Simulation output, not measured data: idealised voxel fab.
Process module under the name voxel self aligned vias
FYI the section here is cut, 285 nm wide, cells are 5 nm squares.
A cross-section is written here as square cells arranged in a grid, and it is given in bands from the top down, each band taking up one or more rows of cells.
Look at the band entry: it leads with the top's height and the bottom's height in nm. Then it lists the materials left to right, with a width in nm for each. The word "throughout" on a single material says that material fills the band edge to edge. The word "blank" is empty space.
Zero point of the height axis is 0; under it, received wafer = one material. Lowest band: continues down indefinitely, "0 nm and below".
So if you see something like "30 to 40" for the width, read it as the top row of the band sitting at the first number and the bottom row at the second, with every row in between moving by the same amount as the last.
Take "stayed the same" at face value: in the step it is given for, the cross-section changed in none of its cells.
Enclosed cavity list: empty space of 8 cells or more with no open way to the top, each as width x height at its distance from the left edge, in nm
Past the settings on a step's line: simulator remark, on that step.
overlay nm, on a step with a mask: how far to the right of its planned place the mask lay; to the left if negative
# The steps planned for the process are as follows
1,RECEIVE [material Si]
2,CONFORMAL_DEP [material SiO2] [thk nm 15]
3,CONFORMAL_DEP [material SiCN] [thk nm 5]
4,DIRECTIONAL_DEP [material lowk] [thk nm 30]
5,PATTERN [tone open] [mask id LINES] [material resist] [width nm 20] [pitch nm 65] [thk nm 15] [overlay nm 0]
6,DIRECTIONAL_ETCH [etch materials lowk] [depth nm 30]
7,STRIP [etch materials resist]
8,CONFORMAL_DEP [material TiN] [thk nm 5]
9,FILL_DEP [material W] [thk nm 5]
10,CMP [height nm 50]
11,SELECTIVE_ETCH [etch materials W Ru TiN] [depth nm 5]
12,FILL_DEP [material SiN] [thk nm 5]
13,CMP [height nm 50]
14,DIRECTIONAL_DEP [material lowk] [thk nm 15]
15,MASKED_ETCH [tone open] [mask id VIAS] [width nm 40] [etch materials lowk] [depth nm 15] [overlay nm 0]
16,MASKED_ETCH [tone open] [mask id VIAS] [width nm 40] [etch materials SiN] [depth nm 5] [overlay nm 0]
17,CONFORMAL_DEP [material TiN] [thk nm 5]
18,FILL_DEP [material Cu] [thk nm 5]
19,CMP [height nm 65]
20,CONFORMAL_DEP [material SiN] [thk nm 5]
# What follows covers the first of two wafers; it ran as planned
# Cross-section of the wafer at receipt, which is the condition after step 1
    0 nm and below: Si throughout
    Enclosed cavity list: none
# Cross-section: wafer state after step 2
    15 nm to 0 nm: SiO2 throughout
    Everything below 0 is unchanged.
# Cross-section: wafer state after step 3
    20 nm to 15 nm: SiCN throughout
    Everything below 15 is unchanged.
# Cross-section: wafer state after step 4
    50 nm to 20 nm: lowk throughout
    Everything below 20 is unchanged.
# Cross-section: wafer state after step 5
    65 nm to 50 nm: resist=100, blank=20, resist=45, blank=20, resist=100
    Everything below 50 is unchanged.
# Cross-section: wafer state after step 6
    65 nm to 50 nm: resist=100, blank=20, resist=45, blank=20, resist=100
    50 nm to 20 nm: lowk=100, blank=20, lowk=45, blank=20, lowk=100
    Everything below 20 is unchanged.
# Cross-section: wafer state after step 7
    50 nm to 20 nm: lowk=100, blank=20, lowk=45, blank=20, lowk=100
    Everything below 20 is unchanged.
# Cross-section: wafer state after step 8
    55 nm to 50 nm: TiN=105, blank=10, TiN=55, blank=10, TiN=105
    50 nm to 25 nm: lowk=100, TiN=5, blank=10, TiN=5, lowk=45, TiN=5, blank=10, TiN=5, lowk=100
    25 nm to 20 nm: lowk=100, TiN=20, lowk=45, TiN=20, lowk=100
    Everything below 20 is unchanged.
# Cross-section: wafer state after step 9
    60 nm to 55 nm: W throughout
    55 nm to 50 nm: TiN=105, W=10, TiN=55, W=10, TiN=105
    50 nm to 25 nm: lowk=100, TiN=5, W=10, TiN=5, lowk=45, TiN=5, W=10, TiN=5, lowk=100
    Everything below 25 is unchanged.
# Cross-section: wafer state after step 10
    50 nm to 25 nm: lowk=100, TiN=5, W=10, TiN=5, lowk=45, TiN=5, W=10, TiN=5, lowk=100
    Everything below 25 is unchanged.
# Cross-section: wafer state after step 11
    50 nm to 45 nm: lowk=100, blank=20, lowk=45, blank=20, lowk=100
    Everything below 45 is unchanged.
# Cross-section: wafer state after step 12
    55 nm to 50 nm: SiN throughout
    50 nm to 45 nm: lowk=100, SiN=20, lowk=45, SiN=20, lowk=100
    Everything below 45 is unchanged.
# Cross-section: wafer state after step 13
    50 nm to 45 nm: lowk=100, SiN=20, lowk=45, SiN=20, lowk=100
    Everything below 45 is unchanged.
# Cross-section: wafer state after step 14
    65 nm to 50 nm: lowk throughout
    Everything below 50 is unchanged.
# Cross-section: wafer state after step 15
    65 nm to 50 nm: lowk=90, blank=40, lowk=155
    Everything below 50 is unchanged.
# Cross-section: wafer state after step 16
    65 nm to 50 nm: lowk=90, blank=40, lowk=155
    50 nm to 45 nm: lowk=100, blank=20, lowk=45, SiN=20, lowk=100
    Everything below 45 is unchanged.
# Cross-section: wafer state after step 17
    70 nm to 65 nm: TiN=95, blank=30, TiN=160
    65 nm to 55 nm: lowk=90, TiN=5, blank=30, TiN=5, lowk=155
    55 nm to 50 nm: lowk=90, TiN=15, blank=10, TiN=15, lowk=155
    50 nm to 45 nm: lowk=100, TiN=20, lowk=45, SiN=20, lowk=100
    Everything below 45 is unchanged.
# Cross-section: wafer state after step 18
    75 nm to 70 nm: Cu throughout
    70 nm to 65 nm: TiN=95, Cu=30, TiN=160
    65 nm to 55 nm: lowk=90, TiN=5, Cu=30, TiN=5, lowk=155
    55 nm to 50 nm: lowk=90, TiN=15, Cu=10, TiN=15, lowk=155
    Everything below 50 is unchanged.
# Cross-section: wafer state after step 19
    65 nm to 55 nm: lowk=90, TiN=5, Cu=30, TiN=5, lowk=155
    Everything below 55 is unchanged.
# Cross-section: wafer state after step 20
    70 nm to 65 nm: SiN throughout
    Everything below 65 is unchanged.
# Companion wafer, the second of two: same beginning, same intended sequence, one mistake in carrying it out; through step 1 inclusive it tracks the first exactly
# Second wafer, sectioned view, at step 2's planned end time
    30 nm to 0 nm: SiO2 throughout
    Everything below 0 is unchanged.
# Second wafer, sectioned view, at step 3's planned end time
    35 nm to 30 nm: SiCN throughout
    Everything below 30 is unchanged.
# Second wafer, sectioned view, at step 4's planned end time
    65 nm to 35 nm: lowk throughout
    Everything below 35 is unchanged.
# Second wafer, sectioned view, at step 5's planned end time
    80 nm to 65 nm: resist=100, blank=20, resist=45, blank=20, resist=100
    Everything below 65 is unchanged.
# Second wafer, sectioned view, at step 6's planned end time
    80 nm to 65 nm: resist=100, blank=20, resist=45, blank=20, resist=100
    65 nm to 35 nm: lowk=100, blank=20, lowk=45, blank=20, lowk=100
    Everything below 35 is unchanged.
# Second wafer, sectioned view, at step 7's planned end time
    65 nm to 35 nm: lowk=100, blank=20, lowk=45, blank=20, lowk=100
    Everything below 35 is unchanged.
# Second wafer, sectioned view, at step 8's planned end time
    70 nm to 65 nm: TiN=105, blank=10, TiN=55, blank=10, TiN=105
    65 nm to 40 nm: lowk=100, TiN=5, blank=10, TiN=5, lowk=45, TiN=5, blank=10, TiN=5, lowk=100
    40 nm to 35 nm: lowk=100, TiN=20, lowk=45, TiN=20, lowk=100
    Everything below 35 is unchanged.
# Second wafer, sectioned view, at step 9's planned end time
    75 nm to 70 nm: W throughout
    70 nm to 65 nm: TiN=105, W=10, TiN=55, W=10, TiN=105
    65 nm to 40 nm: lowk=100, TiN=5, W=10, TiN=5, lowk=45, TiN=5, W=10, TiN=5, lowk=100
    Everything below 40 is unchanged.
# Second wafer, sectioned view, at step 10's planned end time
    50 nm to 40 nm: lowk=100, TiN=5, W=10, TiN=5, lowk=45, TiN=5, W=10, TiN=5, lowk=100
    Everything below 40 is unchanged.
# Second wafer, sectioned view, at step 11's planned end time
    50 nm to 45 nm: lowk=100, blank=20, lowk=45, blank=20, lowk=100
    Everything below 45 is unchanged.
# Second wafer, sectioned view, at step 12's planned end time
    55 nm to 50 nm: SiN throughout
    50 nm to 45 nm: lowk=100, SiN=20, lowk=45, SiN=20, lowk=100
    Everything below 45 is unchanged.
# Second wafer, sectioned view, at step 13's planned end time
    50 nm to 45 nm: lowk=100, SiN=20, lowk=45, SiN=20, lowk=100
    Everything below 45 is unchanged.
# Second wafer, sectioned view, at step 14's planned end time
    65 nm to 50 nm: lowk throughout
    Everything below 50 is unchanged.
# Second wafer, sectioned view, at step 15's planned end time
    65 nm to 50 nm: lowk=90, blank=40, lowk=155
    Everything below 50 is unchanged.
# Second wafer, sectioned view, at step 16's planned end time
    65 nm to 50 nm: lowk=90, blank=40, lowk=155
    50 nm to 45 nm: lowk=100, blank=20, lowk=45, SiN=20, lowk=100
    Everything below 45 is unchanged.
# Second wafer, sectioned view, at step 17's planned end time
    70 nm to 65 nm: TiN=95, blank=30, TiN=160
    65 nm to 55 nm: lowk=90, TiN=5, blank=30, TiN=5, lowk=155
    55 nm to 50 nm: lowk=90, TiN=15, blank=10, TiN=15, lowk=155
    50 nm to 45 nm: lowk=100, TiN=20, lowk=45, SiN=20, lowk=100
    Everything below 45 is unchanged.
# Second wafer, sectioned view, at step 18's planned end time
    75 nm to 70 nm: Cu throughout
    70 nm to 65 nm: TiN=95, Cu=30, TiN=160
    65 nm to 55 nm: lowk=90, TiN=5, Cu=30, TiN=5, lowk=155
    55 nm to 50 nm: lowk=90, TiN=15, Cu=10, TiN=15, lowk=155
    Everything below 50 is unchanged.
# Second wafer, sectioned view, at step 19's planned end time
    65 nm to 55 nm: lowk=90, TiN=5, Cu=30, TiN=5, lowk=155
    Everything below 55 is unchanged.
# Second wafer, sectioned view, at step 20's planned end time
    70 nm to 65 nm: SiN throughout
    Everything below 65 is unchanged.
Which mistake was made when the wafer was run? plan step 2 ran twice
End check, counted in cells, second wafer has more or fewer of these materials than the first: +171 SiO2; -12 TiN; -12 W; -147 lowk
